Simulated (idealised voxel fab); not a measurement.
Presented below is a process module, voxel transistor to metal.
Xsec cut, 290 nm wide, square cell size 5 nm.
Cross-section = grid of square cells, listed top down in bands; band = one or more rows.
For a band, the entry starts with two heights in nm, that of the top and then that of the bottom, and carries on with the band's materials in order from left to right, each alongside its width in nm; the word "everywhere" beside a single material means it fills the band edge to edge, and "air" means empty space.
A quick word on heights: they are counted from 0, and under that level the wafer as it came to us is one material throughout. The lowest band is different from the rest in having no bottom; it simply continues downward, written as in "top 0, no bottom".
With a width like "30->40", each row of cells in the band differs from the next by the same amount, the top row carrying the first number and the bottom row the second.
Basically "all unchanged" means that step didn't change any cell in the cross-section.
Enclosed voids (no open way to top), threshold 8 cells or more, entry "Fully closed voids", notation width x height at distance, distance from left edge, nm.
after a step's settings: what the simulator itself notes on the step
The "overlay nm" setting may appear on a step's line; for a step that uses a mask, it gives how far to the right of its planned position the mask lay, and a negative value indicates the left.
## So here's the lineup of process steps we planned
1,RECEIVE,material Si
2,CONFORMAL_DEP,material SiO2,thk nm 5
3,CONFORMAL_DEP,material SiN,thk nm 15
4,PATTERN,tone cover,mask id ACTIVE,material resist,width nm 105,pitch nm 125,thk nm 15,overlay nm 0
5,DIRECTIONAL_ETCH,etch materials SiN,depth nm 15
6,DIRECTIONAL_ETCH,etch materials SiO2,depth nm 5
7,DIRECTIONAL_ETCH,etch materials Si,depth nm 25
8,STRIP,etch materials resist
9,FILL_DEP,material SiO2,thk nm 15
10,CMP,height nm 20
11,SELECTIVE_ETCH,etch materials SiO2,depth nm 5
12,STRIP,etch materials SiN
13,SELECTIVE_ETCH,etch materials SiO2,depth nm 5
14,OXIDIZE,depth nm 5
15,DIRECTIONAL_DEP,material polySi,thk nm 30
16,DIRECTIONAL_DEP,material SiCN,thk nm 15
17,PATTERN,tone cover,mask id GATE,material resist,width nm 35,pitch nm 125,thk nm 15,overlay nm 0
18,DIRECTIONAL_ETCH,etch materials SiCN,depth nm 25
19,DIRECTIONAL_ETCH,etch materials polySi,depth nm 40
20,STRIP,etch materials resist
21,CONFORMAL_DEP,material SiN,thk nm 5
22,DIRECTIONAL_ETCH,etch materials SiN,depth nm 5
23,DIRECTIONAL_ETCH,etch materials SiO2,depth nm 5
24,EPI,material pSi,thk nm 5
25,FILL_DEP,material SiO2,thk nm 10
26,CMP,height nm 30
27,STRIP,etch materials polySi
28,SELECTIVE_ETCH,etch materials SiO2,depth nm 5
29,CONFORMAL_DEP,material HfO2,thk nm 5
30,CONFORMAL_DEP,material TiN,thk nm 5
31,FILL_DEP,material W,thk nm 5
32,CMP,height nm 25
33,DIRECTIONAL_DEP,material SiO2,thk nm 15
34,MASKED_ETCH,tone open,mask id CONTACT,width nm 15,etch materials SiO2,depth nm 40,overlay nm 0
35,CONFORMAL_DEP,material TiN,thk nm 5
36,FILL_DEP,material Ru,thk nm 5
37,CMP,height nm 40
38,CONFORMAL_DEP,material SiCN,thk nm 5
39,DIRECTIONAL_DEP,material SiO2,thk nm 25
40,PATTERN,tone open,mask id METAL_1,material resist,width nm 15,thk nm 20,overlay nm 0
41,DIRECTIONAL_ETCH,etch materials SiO2,depth nm 25
42,DIRECTIONAL_ETCH,etch materials SiCN,depth nm 5
43,STRIP,etch materials resist
44,CONFORMAL_DEP,material TiN,thk nm 5
45,FILL_DEP,material Ru,thk nm 10
46,CMP,height nm 70
47,CONFORMAL_DEP,material SiCN,thk nm 5
## Cross-sectional view of the wafer in its as-received condition, corresponding to the state after step 1
	top 0, no bottom: Si everywhere
	Fully closed voids: none
## Cross-sectional image of the first of two wafers at the end of the module, the run having proceeded as planned
	top 75, bottom 70: SiCN everywhere
	top 70, bottom 45: 35 of SiO2, then 5 of TiN, then 5 of Ru, then 5 of TiN, then 65 of SiO2, then 5 of TiN, then 5 of Ru, then 5 of TiN, then 30 of SiO2, then 5 of TiN, then 5 of Ru, then 5 of TiN, then 65 of SiO2, then 5 of TiN, then 5 of Ru, then 5 of TiN, then 35 of SiO2
	top 45, bottom 40: 35 of SiCN, then 15 of TiN, then 65 of SiCN, then 15 of TiN, then 30 of SiCN, then 15 of TiN, then 65 of SiCN, then 15 of TiN, then 35 of SiCN
	top 40, bottom 25: 35 of SiO2, then 5 of TiN, then 5 of Ru, then 5 of TiN, then 65 of SiO2, then 5 of TiN, then 5 of Ru, then 5 of TiN, then 30 of SiO2, then 5 of TiN, then 5 of Ru, then 5 of TiN, then 65 of SiO2, then 5 of TiN, then 5 of Ru, then 5 of TiN, then 35 of SiO2
	top 25, bottom 10: 35 of SiO2, then 5 of TiN, then 5 of Ru, then 5 of TiN, then 10 of SiO2, then 5 of SiN, then 5 of HfO2, then 5 of TiN, then 15 of W, then 5 of TiN, then 5 of HfO2, then 5 of SiN, then 10 of SiO2, then 5 of TiN, then 5 of Ru, then 5 of TiN, then 30 of SiO2, then 5 of TiN, then 5 of Ru, then 5 of TiN, then 10 of SiO2, then 5 of SiN, then 5 of HfO2, then 5 of TiN, then 15 of W, then 5 of TiN, then 5 of HfO2, then 5 of SiN, then 10 of SiO2, then 5 of TiN, then 5 of Ru, then 5 of TiN, then 35 of SiO2
	top 10, bottom 5: 25 of SiO2, then 5 of SiN, then 5 of SiO2, then 5 of TiN, then 5 of Ru, then 5 of TiN, then 10 of SiO2, then 5 of SiN, then 5 of HfO2, then 5 of TiN, then 15 of W, then 5 of TiN, then 5 of HfO2, then 5 of SiN, then 10 of SiO2, then 5 of TiN, then 5 of Ru, then 5 of TiN, then 5 of SiO2, then 5 of SiN, then 10 of SiO2, then 5 of SiN, then 5 of SiO2, then 5 of TiN, then 5 of Ru, then 5 of TiN, then 10 of SiO2, then 5 of SiN, then 5 of HfO2, then 5 of TiN, then 15 of W, then 5 of TiN, then 5 of HfO2, then 5 of SiN, then 10 of SiO2, then 5 of TiN, then 5 of Ru, then 5 of TiN, then 5 of SiO2, then 5 of SiN, then 25 of SiO2
	top 5, bottom 0: 25 of SiO2, then 5 of SiN, then 5 of SiO2, then 15 of TiN, then 10 of SiO2, then 5 of SiN, then 5 of HfO2, then 25 of TiN, then 5 of HfO2, then 5 of SiN, then 10 of SiO2, then 15 of TiN, then 5 of SiO2, then 5 of SiN, then 10 of SiO2, then 5 of SiN, then 5 of SiO2, then 15 of TiN, then 10 of SiO2, then 5 of SiN, then 5 of HfO2, then 25 of TiN, then 5 of HfO2, then 5 of SiN, then 10 of SiO2, then 15 of TiN, then 5 of SiO2, then 5 of SiN, then 25 of SiO2
	top 0, bottom -5: 30 of SiO2, then 30 of pSi, then 45 of HfO2, then 30 of pSi, then 20 of SiO2, then 30 of pSi, then 45 of HfO2, then 30 of pSi, then 30 of SiO2
	top -5, bottom -25: 30 of SiO2, then 105 of Si, then 20 of SiO2, then 105 of Si, then 30 of SiO2
	top -25, no bottom: Si everywhere
	Fully closed voids: none
## second wafer at the end: like start, like plan, one mistake
	top 85, bottom 80: SiCN everywhere
	top 80, bottom 75: Ru everywhere
	top 75, bottom 70: 40 of TiN, then 5 of Ru, then 75 of TiN, then 5 of Ru, then 40 of TiN, then 5 of Ru, then 75 of TiN, then 5 of Ru, then 40 of TiN
	top 70, bottom 45: 35 of SiO2, then 5 of TiN, then 5 of Ru, then 5 of TiN, then 65 of SiO2, then 5 of TiN, then 5 of Ru, then 5 of TiN, then 30 of SiO2, then 5 of TiN, then 5 of Ru, then 5 of TiN, then 65 of SiO2, then 5 of TiN, then 5 of Ru, then 5 of TiN, then 35 of SiO2
	top 45, bottom 40: 35 of SiCN, then 15 of TiN, then 65 of SiCN, then 15 of TiN, then 30 of SiCN, then 15 of TiN, then 65 of SiCN, then 15 of TiN, then 35 of SiCN
	top 40, bottom 25: 35 of SiO2, then 5 of TiN, then 5 of Ru, then 5 of TiN, then 65 of SiO2, then 5 of TiN, then 5 of Ru, then 5 of TiN, then 30 of SiO2, then 5 of TiN, then 5 of Ru, then 5 of TiN, then 65 of SiO2, then 5 of TiN, then 5 of Ru, then 5 of TiN, then 35 of SiO2
	top 25, bottom 10: 35 of SiO2, then 5 of TiN, then 5 of Ru, then 5 of TiN, then 10 of SiO2, then 5 of SiN, then 5 of HfO2, then 5 of TiN, then 15 of W, then 5 of TiN, then 5 of HfO2, then 5 of SiN, then 10 of SiO2, then 5 of TiN, then 5 of Ru, then 5 of TiN, then 30 of SiO2, then 5 of TiN, then 5 of Ru, then 5 of TiN, then 10 of SiO2, then 5 of SiN, then 5 of HfO2, then 5 of TiN, then 15 of W, then 5 of TiN, then 5 of HfO2, then 5 of SiN, then 10 of SiO2, then 5 of TiN, then 5 of Ru, then 5 of TiN, then 35 of SiO2
	top 10, bottom 5: 25 of SiO2, then 5 of SiN, then 5 of SiO2, then 5 of TiN, then 5 of Ru, then 5 of TiN, then 10 of SiO2, then 5 of SiN, then 5 of HfO2, then 5 of TiN, then 15 of W, then 5 of TiN, then 5 of HfO2, then 5 of SiN, then 10 of SiO2, then 5 of TiN, then 5 of Ru, then 5 of TiN, then 5 of SiO2, then 5 of SiN, then 10 of SiO2, then 5 of SiN, then 5 of SiO2, then 5 of TiN, then 5 of Ru, then 5 of TiN, then 10 of SiO2, then 5 of SiN, then 5 of HfO2, then 5 of TiN, then 15 of W, then 5 of TiN, then 5 of HfO2, then 5 of SiN, then 10 of SiO2, then 5 of TiN, then 5 of Ru, then 5 of TiN, then 5 of SiO2, then 5 of SiN, then 25 of SiO2
	top 5, bottom 0: 25 of SiO2, then 5 of SiN, then 5 of SiO2, then 15 of TiN, then 10 of SiO2, then 5 of SiN, then 5 of HfO2, then 25 of TiN, then 5 of HfO2, then 5 of SiN, then 10 of SiO2, then 15 of TiN, then 5 of SiO2, then 5 of SiN, then 10 of SiO2, then 5 of SiN, then 5 of SiO2, then 15 of TiN, then 10 of SiO2, then 5 of SiN, then 5 of HfO2, then 25 of TiN, then 5 of HfO2, then 5 of SiN, then 10 of SiO2, then 15 of TiN, then 5 of SiO2, then 5 of SiN, then 25 of SiO2
	top 0, bottom -5: 30 of SiO2, then 30 of pSi, then 45 of HfO2, then 30 of pSi, then 20 of SiO2, then 30 of pSi, then 45 of HfO2, then 30 of pSi, then 30 of SiO2
	top -5, bottom -25: 30 of SiO2, then 105 of Si, then 20 of SiO2, then 105 of Si, then 30 of SiO2
	top -25, no bottom: Si everywhere
	Fully closed voids: none
Where did the run depart from the plan? not per plan at step 46, really ran CMP,height nm 80
Final cells, second wafer relative to first, materials higher or lower: 62 more of Ru, 54 more of TiN
